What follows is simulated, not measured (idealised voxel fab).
The name of this process module is voxel self aligned vias.
cross-section cut | 155 nm wide | cells 5 nm
In this document a cross-section is written as a grid of square cells. It is given as a series of bands, listed from the top down, and a band is one or more rows of cells.
Heights first: top, then bottom, in nm. Then materials, left to right, each with a width in nm. "edge to edge" on a single material: fills the band edge to edge. "blank": empty space.
Where do heights start? At 0: under that level the wafer as delivered is made of one material only. And the lowest band has no floor; it just carries on downward, as in "top 0, no bottom".
Note: "30->40" means the width goes from the first number (top row of the band) to the second number (bottom row) in equal steps per row of cells.
Basically "no modification" means that step didn't change any cell in the cross-section.
Empty spaces counting at least 8 cells and having no open way to the top are listed in "Voids, sealed". The notation width x height at distance is used for each, the distance being from the left edge and all three values in nm.
Text after the settings on a step's line: the simulator's own remark on that step.
overlay nm: for a step with a mask, the amount by which the mask lay right of where it was planned; a negative amount means left of it.

Process steps - plan
1,RECEIVE with material Si
2,CONFORMAL_DEP with material SiO2, thk nm 10
3,CONFORMAL_DEP with material SiCN, thk nm 5
4,DIRECTIONAL_DEP with material lowk, thk nm 25
5,MASKED_ETCH with tone open, mask id LINES, width nm 20, pitch nm 45, etch materials lowk, depth nm 25, overlay nm 0
6,CONFORMAL_DEP with material TiN, thk nm 5
7,FILL_DEP with material W, thk nm 5
8,CMP with height nm 40
9,SELECTIVE_ETCH with etch materials W Ru TiN, depth nm 5
10,FILL_DEP with material SiN, thk nm 10
11,CMP with height nm 40
12,DIRECTIONAL_DEP with material lowk, thk nm 20
13,PATTERN with tone open, mask id VIAS, material resist, width nm 30, pitch nm 45, thk nm 15, overlay nm 0
14,DIRECTIONAL_ETCH with etch materials lowk, depth nm 20
15,DIRECTIONAL_ETCH with etch materials SiN, depth nm 5
16,STRIP with etch materials resist
17,CONFORMAL_DEP with material TiN, thk nm 5
18,FILL_DEP with material W, thk nm 10
19,CMP with height nm 60
20,CONFORMAL_DEP with material SiN, thk nm 5

Wafer as received: cross-section following step 1
- top 0, no bottom  Si edge to edge
- Voids, sealed: none

The plan above was carried out on the starting structure above with one mistake, and this cross-section shows the wafer at the end of the module
- top 65, bottom 60  SiN edge to edge
- top 60, bottom 40  lowk 15 nm  TiN 5 nm  W 20 nm  TiN 5 nm  lowk 15 nm  TiN 5 nm  W 20 nm  TiN 5 nm  lowk 15 nm  TiN 5 nm  W 20 nm  TiN 5 nm  lowk 20 nm
- top 40, bottom 35  SiN 15 nm  TiN 30 nm  SiN 15 nm  TiN 30 nm  SiN 15 nm  TiN 30 nm  SiN 20 nm
- top 35, bottom 30  lowk 20 nm  SiN 20 nm  lowk 25 nm  SiN 20 nm  lowk 25 nm  SiN 20 nm  lowk 25 nm
- top 30, bottom 20  lowk 20 nm  TiN 5 nm  W 10 nm  TiN 5 nm  lowk 25 nm  TiN 5 nm  W 10 nm  TiN 5 nm  lowk 25 nm  TiN 5 nm  W 10 nm  TiN 5 nm  lowk 25 nm
- top 20, bottom 15  lowk 20 nm  TiN 20 nm  lowk 25 nm  TiN 20 nm  lowk 25 nm  TiN 20 nm  lowk 25 nm
- top 15, bottom 10  SiCN edge to edge
- top 10, bottom 0  SiO2 edge to edge
- top 0, no bottom  Si edge to edge
- Voids, sealed: none
Which mistake was made when the wafer was run? step 8 was run on a setting that differed from the plan, and what really ran there is CMP with height nm 35
